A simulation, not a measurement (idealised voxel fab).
Process module heading - voxel air gaps
cross-section cut | 170 nm wide | cells 5 nm
Bands, listed from the top down, are how a cross-section gets written in this document; the cross-section itself is a grid of square cells, and a band is one or more rows of them. Basically the band line says how high the top is and how high the bottom is, in nm, and then what's in it from left to right, every material with its width in nm. Empty space shows up as "empty", and if a single material carries "throughout" it runs the full band edge to edge. The reference from which all heights are counted is 0, the level beneath which the as-received wafer is entirely one material; the lowest band, having no lower bound, proceeds downward and is written after the example "from 0 down". A width given as "30 to 40" starts at the first number in the band's top row and ends at the second number in its bottom row, shifting by an equal amount at every step from row to row. "no change" means the step left every cell of the cross-section as it was. For the entry "Enclosed void entries", the listed items are empty spaces with no open way to the top whose size is 8 cells or more; each item follows the pattern width x height at distance, where distance is from the left edge and all three are in nm. Heads up: the bit after the settings on a step's line is the simulator's remark on that step. The line of a step may include "overlay nm". On a step with a mask, this value is how far to the right of its planned place the mask lay. A negative value means the mask lay to the left.
[Process steps foreseen in the plan]
| 1 | RECEIVE (material Si) |
| 2 | CONFORMAL_DEP (material SiO2; thk nm 10) |
| 3 | CONFORMAL_DEP (material SiN; thk nm 5) |
| 4 | DIRECTIONAL_DEP (material SiO2; thk nm 40) |
| 5 | PATTERN (tone open; mask id LINES; material resist; width nm 25; pitch nm 50; thk nm 20; overlay nm 0) |
| 6 | DIRECTIONAL_ETCH (etch materials SiO2; depth nm 40) |
| 7 | STRIP (etch materials resist) |
| 8 | CONFORMAL_DEP (material TiN; thk nm 5) |
| 9 | FILL_DEP (material Cu; thk nm 5) |
| 10 | CMP (height nm 55) |
| 11 | EPI (material Ru; thk nm 10) |
| 12 | SELECTIVE_ETCH (etch materials SiO2; depth nm 50) |
| 13 | CONFORMAL_DEP (material SiN; thk nm 5) |
[Wafer at receipt (post step 1), cross-section]
- from 0 down: Si throughout
- Enclosed void entries: none
[Cross-section at module end, one run error; start and plan unchanged from above]
- from 80 to 75: SiN throughout
- from 75 to 55: Ru (165); SiN (5)
- from 55 to 50: SiO2 (20); TiN (5); Cu (15); TiN (5); SiO2 (25); TiN (5); Cu (15); TiN (5); SiO2 (25); TiN (5); Cu (15); TiN (5); SiN (25)
- from 50 to 20: SiO2 (20); TiN (5); Cu (15); TiN (5); SiO2 (25); TiN (5); Cu (15); TiN (5); SiO2 (25); TiN (5); Cu (15); TiN (5); SiN (5); empty (20)
- from 20 to 15: SiO2 (20); TiN (25); SiO2 (25); TiN (25); SiO2 (25); TiN (25); SiN (25)
- from 15 to 10: SiN throughout
- from 10 to 0: SiO2 throughout
- from 0 down: Si throughout
- Enclosed void entries: 20 x 30 at 150
Heads up, the wafer didn't run the way we planned it: step 11 in the plan was executed twice
